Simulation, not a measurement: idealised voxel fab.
The following is a process module called voxel double patterning.
235 nm wide, 5 nm square cells: that's cross-section cut.
Cross-sections here: square-cell grids, written as top-down lists of bands, a band being one or more rows of cells. In this notation a band is specified by the heights of its top and bottom, in that order and in nm, after which its materials appear from left to right, each paired with its width in nm. The word "edge to edge" attached to a single material means that material fills the band from edge to edge; the word "blank" stands for empty space. Where do heights start? At 0: under that level the wafer as delivered is made of one material only. And the lowest band has no floor; it just carries on downward, as in "0 -> down". The width entry "30..40" should be interpreted row by row: the top row of cells in the band takes the first number, the bottom row takes the second number, and the change between adjacent rows is uniform throughout. Take "changes: none" at face value: in the step it is given for, the cross-section changed in none of its cells. "Closed void register" enumerates empty spaces isolated from the top, with no open way to it, that contain at least 8 cells, giving each as width x height at distance from the left edge, all three in nm. Post-settings text on a step line: simulator's own remark regarding the step. overlay nm, on a step with a mask: how far to the right of its planned place the mask lay; to the left if negative.
PROCESS STEPS - PLAN
1,op RECEIVE | material Si
2,op CONFORMAL_DEP | material SiN | thk nm 10
3,op DIRECTIONAL_DEP | material SiO2 | thk nm 20
4,op DIRECTIONAL_DEP | material SiCN | thk nm 5
5,op MASKED_ETCH | tone open | mask id FIRST | width nm 15 | pitch nm 50 | etch materials SiCN | depth nm 5 | overlay nm 0
6,op DIRECTIONAL_DEP | material aC | thk nm 15
7,op PATTERN | tone open | mask id SECOND | material resist | width nm 15 | pitch nm 50 | thk nm 35 | overlay nm 0
8,op DIRECTIONAL_ETCH | etch materials aC | depth nm 15
9,op STRIP | etch materials resist
10,op DIRECTIONAL_ETCH | etch materials SiCN | depth nm 5
11,op STRIP | etch materials aC
12,op DIRECTIONAL_ETCH | etch materials SiO2 | depth nm 20
13,op STRIP | etch materials SiCN
HERE'S WHAT THE WAFER LOOKED LIKE IN CROSS-SECTION WHEN IT ARRIVED - THAT'S AFTER STEP 1
0 -> down = Si edge to edge
Closed void register: none
CROSS-SECTION: FIRST OF TWO WAFERS, MODULE FINISHED, RUN ACCORDING TO PLAN
30 -> 10 = 60 of SiO2 / 15 of blank / 10 of SiO2 / 15 of blank / 10 of SiO2 / 15 of blank / 10 of SiO2 / 15 of blank / 10 of SiO2 / 15 of blank / 60 of SiO2
10 -> 0 = SiN edge to edge
0 -> down = Si edge to edge
Closed void register: none
WAFER TWO (OF TWO), END-OF-MODULE CROSS-SECTION: START = WAFER ONE, PLAN = WAFER ONE, ONE RUN MISTAKE
25 -> 10 = 60 of SiO2 / 15 of blank / 10 of SiO2 / 15 of blank / 10 of SiO2 / 15 of blank / 10 of SiO2 / 15 of blank / 10 of SiO2 / 15 of blank / 60 of SiO2
10 -> 0 = SiN edge to edge
0 -> down = Si edge to edge
Closed void register: none
Deviation from plan: heads up, step 3 didn't go per plan, it actually ran as op DIRECTIONAL_DEP | material SiO2 | thk nm 15
The closing comparison, in cells, has the second wafer with more or fewer of some materials than the first: SiO2 -32
